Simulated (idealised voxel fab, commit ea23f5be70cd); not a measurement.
process module | voxel ribs on slabs
cross-section cut | 270 nm wide | cells 5 nm
A cross-section is a grid of square cells, given in bands from the top down. A band is one or more rows of cells.
Each band's line starts with the height of the band's top and of its bottom, in nm. Then come its materials from left to right, each with its width in nm. One material with "throughout" fills the band from edge to edge. "air" is empty space.
Height 0 is the level under which the wafer as received is all one material. The lowest band goes on downwards, as in "0 down".
A width such as "30 to 40" changes by the same amount from each row of cells to the next, from the band's top row to its bottom row.
"no change" after a step means that no cell of the cross-section changed.
closed voids: empty space of 8 cells or more with no open way to the top, each as width x height at its distance from the left edge, in nm
after a step's settings: what the simulator itself notes on the step
overlay nm, on a step with a mask: how far to the right of its planned place the mask lay; to the left if negative
plan
1 op RECEIVE | material Si
2 op DIRECTIONAL_DEP | material SiO2 | thk nm 25
3 op DIRECTIONAL_DEP | material SiN | thk nm 20
4 op PATTERN | tone cover | mask id RIB | material resist | width nm 15 | thk nm 20 | overlay nm 0
5 op DIRECTIONAL_ETCH | etch materials SiN | depth nm 5
6 op STRIP | etch materials resist
7 op PATTERN | tone cover | mask id SLAB | material resist | width nm 75 | thk nm 20 | overlay nm 0
8 op DIRECTIONAL_ETCH | etch materials SiN | depth nm 15
9 op STRIP | etch materials resist
10 op FILL_DEP | material SiO2 | thk nm 25
11 op CMP | height nm 60
12 op DIRECTIONAL_DEP | material W | thk nm 5
13 op MASKED_ETCH | tone cover | mask id HEATER | width nm 25 | etch materials W | depth nm 5 | overlay nm 0
14 op CONFORMAL_DEP | material SiO2 | thk nm 5
as received, after step 1
  0 down: Si throughout
  closed voids: none
first wafer at the end, as planned
  70 to 65: air 115 | SiO2 35 | air 120
  65 to 60: SiO2 120 | W 25 | SiO2 125
  60 to 45: SiO2 throughout
  45 to 40: SiO2 125 | SiN 15 | SiO2 130
  40 to 25: SiO2 95 | SiN 75 | SiO2 100
  25 to 0: SiO2 throughout
  0 down: Si throughout
  closed voids: none
second wafer at the end: like start, like plan, one mistake
  70 to 65: air 115 | SiO2 35 | air 120
  65 to 60: SiO2 120 | W 25 | SiO2 125
  60 to 40: SiO2 throughout
  40 to 35: SiO2 125 | SiN 15 | SiO2 130
  35 to 20: SiO2 95 | SiN 75 | SiO2 100
  20 to 0: SiO2 throughout
  0 down: Si throughout
  closed voids: none
what went wrong: step 2 ran as: op DIRECTIONAL_DEP | material SiO2 | thk nm 20
at the end the second wafer has, in cells: as many of each material as the first, in other places
